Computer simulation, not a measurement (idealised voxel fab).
Proc. module: voxel capacitor over wiring
The cross-section shown here is cut; it is 215 nm wide and divided into square cells measuring 5 nm on a side.
Cross-section layout: square cells on a grid; listed as bands, top to bottom; a band spans one or more cell rows.
This entry defines a band. It first specifies the height of the band's top and the height of its bottom in nm, and then specifies the band's materials from left to right, stating each material with its width in nm. The word "everywhere" identifies a single material that fills the band from edge to edge, while the word "empty" identifies empty space.
Heads up on the height convention: 0 is the point under which the incoming wafer is all one material, and the lowest band has no bottom, it just keeps going down, like "top 0, no bottom".
The notation "30..40" denotes a width that varies across the rows of cells in the band, beginning at the first number in the top row, finishing at the second number in the bottom row, and changing by an identical amount from each row to the next.
"same as before" for a step: no cell of the cross-section changed in that step.
Closed empty spaces (no open way to the top) of 8 cells or more are what "Entrapped void list" lists, each as width x height at distance from the left edge, nm for all three.
Note: text after step settings on the step line = simulator remark on that step.
"overlay nm" denotes, for a step that has a mask, the displacement of the mask to the right of its planned place, with negative values corresponding to the left.

Planned step list for the process
1. op RECEIVE | material Si
2. op CONFORMAL_DEP | material SiO2 | thk nm 15
3. op CONFORMAL_DEP | material SiCN | thk nm 5
4. op DIRECTIONAL_DEP | material SiO2 | thk nm 20
5. op DIRECTIONAL_DEP | material aC | thk nm 15
6. op PATTERN | tone open | mask id METAL_1 | material resist | width nm 20 | pitch nm 75 | thk nm 30 | overlay nm -15
7. op DIRECTIONAL_ETCH | etch materials aC | depth nm 15
8. op STRIP | etch materials resist
9. op DIRECTIONAL_ETCH | etch materials SiO2 | depth nm 20
10. op DIRECTIONAL_ETCH | etch materials SiCN | depth nm 5
11. op STRIP | etch materials aC
12. op CONFORMAL_DEP | material TiN | thk nm 5
13. op FILL_DEP | material W | thk nm 10
14. op CMP | height nm 40
15. op EPI | material Ru | thk nm 5
16. op FILL_DEP | material SiCN | thk nm 5
17. op DIRECTIONAL_DEP | material SiO2 | thk nm 10
18. op MASKED_ETCH | tone open | mask id PLUG_1 | width nm 15 | etch materials SiO2 | depth nm 10 | overlay nm 0
19. op MASKED_ETCH | tone open | mask id PLUG_1 | width nm 15 | etch materials SiCN | depth nm 5 | overlay nm 0
20. op EPI | material Ru | thk nm 10
21. op EPI | material Ru | thk nm 5
22. op DIRECTIONAL_DEP | material TiN | thk nm 10
23. op DIRECTIONAL_DEP | material Al2O3 | thk nm 5
24. op DIRECTIONAL_DEP | material TiN | thk nm 5
25. op MASKED_ETCH | tone cover | mask id UPPER_PLATE | width nm 60 | etch materials TiN | depth nm 5 | overlay nm 0
26. op MASKED_ETCH | tone cover | mask id UPPER_PLATE | width nm 60 | etch materials Al2O3 | depth nm 5 | overlay nm 0
27. op PATTERN | tone cover | mask id LOWER_PLATE | material resist | width nm 70 | thk nm 20 | overlay nm 0
28. op DIRECTIONAL_ETCH | etch materials TiN | depth nm 10
29. op STRIP | etch materials resist
30. op FILL_DEP | material SiO2 | thk nm 20
31. op CMP | height nm 95
32. op MASKED_ETCH | tone open | mask id PLUG_2 | width nm 15 | etch materials SiO2 | depth nm 15 | overlay nm 0
33. op CONFORMAL_DEP | material TiN | thk nm 5
34. op FILL_DEP | material Ru | thk nm 5
35. op CMP | height nm 95
36. op CONFORMAL_DEP | material SiCN | thk nm 5
Wafer-to-wafer difference: overlay nm, step 6. Common start. Plan = first wafer's value.

As received, i.e. after step 1: cross-section through the first of several wafers
* top 0, no bottom = Si everywhere
* Entrapped void list: none

Quick look at the cross-section of the first of several wafers after step 36, which wraps up the module
* top 100, bottom 95 = SiCN everywhere
* top 95, bottom 85 = SiO2=75 | TiN=5 | Ru=5 | TiN=5 | SiO2=125
* top 85, bottom 75 = SiO2=75..65 | TiN=15..60 | SiO2=125..90
* top 75, bottom 70 = SiO2=65 | Al2O3=60 | SiO2=90
* top 70, bottom 60 = SiO2=60 | TiN=70 | SiO2=85
* top 60, bottom 50 = SiO2=65 | Ru=15 | SiO2=135
* top 50, bottom 45 = SiCN=65 | Ru=15 | SiCN=135
* top 45, bottom 40 = SiCN=40 | Ru=30 | SiCN=45 | Ru=30 | SiCN=70
* top 40, bottom 20 = SiO2=45 | TiN=5 | W=10 | TiN=5 | SiO2=55 | TiN=5 | W=10 | TiN=5 | SiO2=75
* top 20, bottom 15 = SiCN=45 | TiN=20 | SiCN=55 | TiN=20 | SiCN=75
* top 15, bottom 0 = SiO2 everywhere
* top 0, no bottom = Si everywhere
* Entrapped void list: none

Showing the last wafer in cross-section at the end of the module
* top 100, bottom 95 = SiCN everywhere
* top 95, bottom 85 = SiO2=75 | TiN=5 | Ru=5 | TiN=5 | SiO2=125
* top 85, bottom 75 = SiO2=75..65 | TiN=15..60 | SiO2=125..90
* top 75, bottom 70 = SiO2=65 | Al2O3=60 | SiO2=90
* top 70, bottom 60 = SiO2=60 | TiN=70 | SiO2=85
* top 60, bottom 50 = SiO2=65 | Ru=15 | SiO2=135
* top 50, bottom 45 = SiCN=65 | Ru=15 | SiCN=135
* top 45, bottom 40 = SiCN=70 | Ru=30 | SiCN=45 | Ru=30 | SiCN=40
* top 40, bottom 20 = SiO2=75 | TiN=5 | W=10 | TiN=5 | SiO2=55 | TiN=5 | W=10 | TiN=5 | SiO2=45
* top 20, bottom 15 = SiCN=75 | TiN=20 | SiCN=55 | TiN=20 | SiCN=45
* top 15, bottom 0 = SiO2 everywhere
* top 0, no bottom = Si everywhere
* Entrapped void list: none

Each wafer at the end: cells of each material gained (+) or lost (-) since it was received, then its closed voids
overlay nm -15 | +12 Al2O3 | +23 Ru | +149 SiCN | +589 SiO2 | +71 TiN | +16 W | Entrapped void list: none
overlay nm -10 | +12 Al2O3 | +23 Ru | +149 SiCN | +589 SiO2 | +71 TiN | +16 W | Entrapped void list: none
overlay nm -5 | +12 Al2O3 | +23 Ru | +149 SiCN | +589 SiO2 | +71 TiN | +16 W | Entrapped void list: none
overlay nm 0 | +12 Al2O3 | +23 Ru | +149 SiCN | +589 SiO2 | +71 TiN | +16 W | Entrapped void list: none
overlay nm 5 | +12 Al2O3 | +23 Ru | +149 SiCN | +589 SiO2 | +71 TiN | +16 W | Entrapped void list: none
overlay nm 10 | +12 Al2O3 | +23 Ru | +149 SiCN | +589 SiO2 | +71 TiN | +16 W | Entrapped void list: none
overlay nm 15 | +12 Al2O3 | +23 Ru | +149 SiCN | +589 SiO2 | +71 TiN | +16 W | Entrapped void list: none
